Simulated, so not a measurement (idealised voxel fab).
Process module name: voxel plated lines
The cross-section on display is named cut; it measures 225 nm wide, and its cells are 5 nm squares.
Notation: cross-section as square-cell grid; stated in bands, top first, going down; one or more cell rows per band. The band entry comprises the height of the band's top followed by the height of its bottom, expressed in nm, and subsequently the band's materials from left to right, each stated together with its width in nm. Where a single material is marked with the word "edge to edge", that material fills the band from edge to edge. The word "blank" represents empty space. The level at which height equals 0 is the one under which the wafer, as it arrives, is entirely one material. No lower edge exists for the bottom band, which continues downward and is notated as in "0 nm and below". The two numbers in a width such as "30 to 40" mark its ends across the band: the first belongs to the top row of cells, the second to the bottom row, and from each row to the next the width moves by the same amount. A step reported as "nothing different" is a step in which no cell of the cross-section changed. The label "Closed void roster" introduces a list of the empty spaces, 8 cells or larger, that have no open way up to the top; each entry in it reads width x height at distance, where the distance is taken from the left edge and all three are stated in nm. If you see something after the settings on a step's line, that's the simulator's own remark about that step. The "overlay nm" setting may appear on a step's line; for a step that uses a mask, it gives how far to the right of its planned position the mask lay, and a negative value indicates the left.

-- Planned step list for the process
1,op RECEIVE | material Si
2,op CONFORMAL_DEP | material Al2O3 | thk nm 5
3,op DIRECTIONAL_DEP | material TiN | thk nm 5
4,op PATTERN | tone open | mask id LINES | material resist | width nm 20 | pitch nm 45 | thk nm 30 | overlay nm 0
5,op EPI | material Ru | thk nm 5
6,op EPI | material Ru | thk nm 5
7,op STRIP | etch materials resist
8,op DIRECTIONAL_ETCH | etch materials TiN | depth nm 5
9,op CONFORMAL_DEP | material SiN | thk nm 10

-- Cross-section of the incoming wafer, state after step 1
> 0 nm and below: Si edge to edge
> Closed void roster: none

-- Starting wafer: above. Plan: above. Run: one mistake. Cross-section after the module: below
> 30 nm to 20 nm: 70 blank; 90 SiN; 65 blank
> 20 nm to 15 nm: 70 blank; 10 SiN; 25 Ru; 20 SiN; 25 Ru; 10 SiN; 65 blank
> 15 nm to 10 nm: 80 SiN; 25 Ru; 20 SiN; 25 Ru; 75 SiN
> 10 nm to 5 nm: 80 SiN; 25 TiN; 20 SiN; 25 TiN; 75 SiN
> 5 nm to 0 nm: Al2O3 edge to edge
> 0 nm and below: Si edge to edge
> Closed void roster: none
what went wrong: step 4 ran with different settings than intended, the actual operation and settings being op PATTERN | tone open | mask id LINES | material resist | width nm 25 | pitch nm 45 | thk nm 30 | overlay nm 0
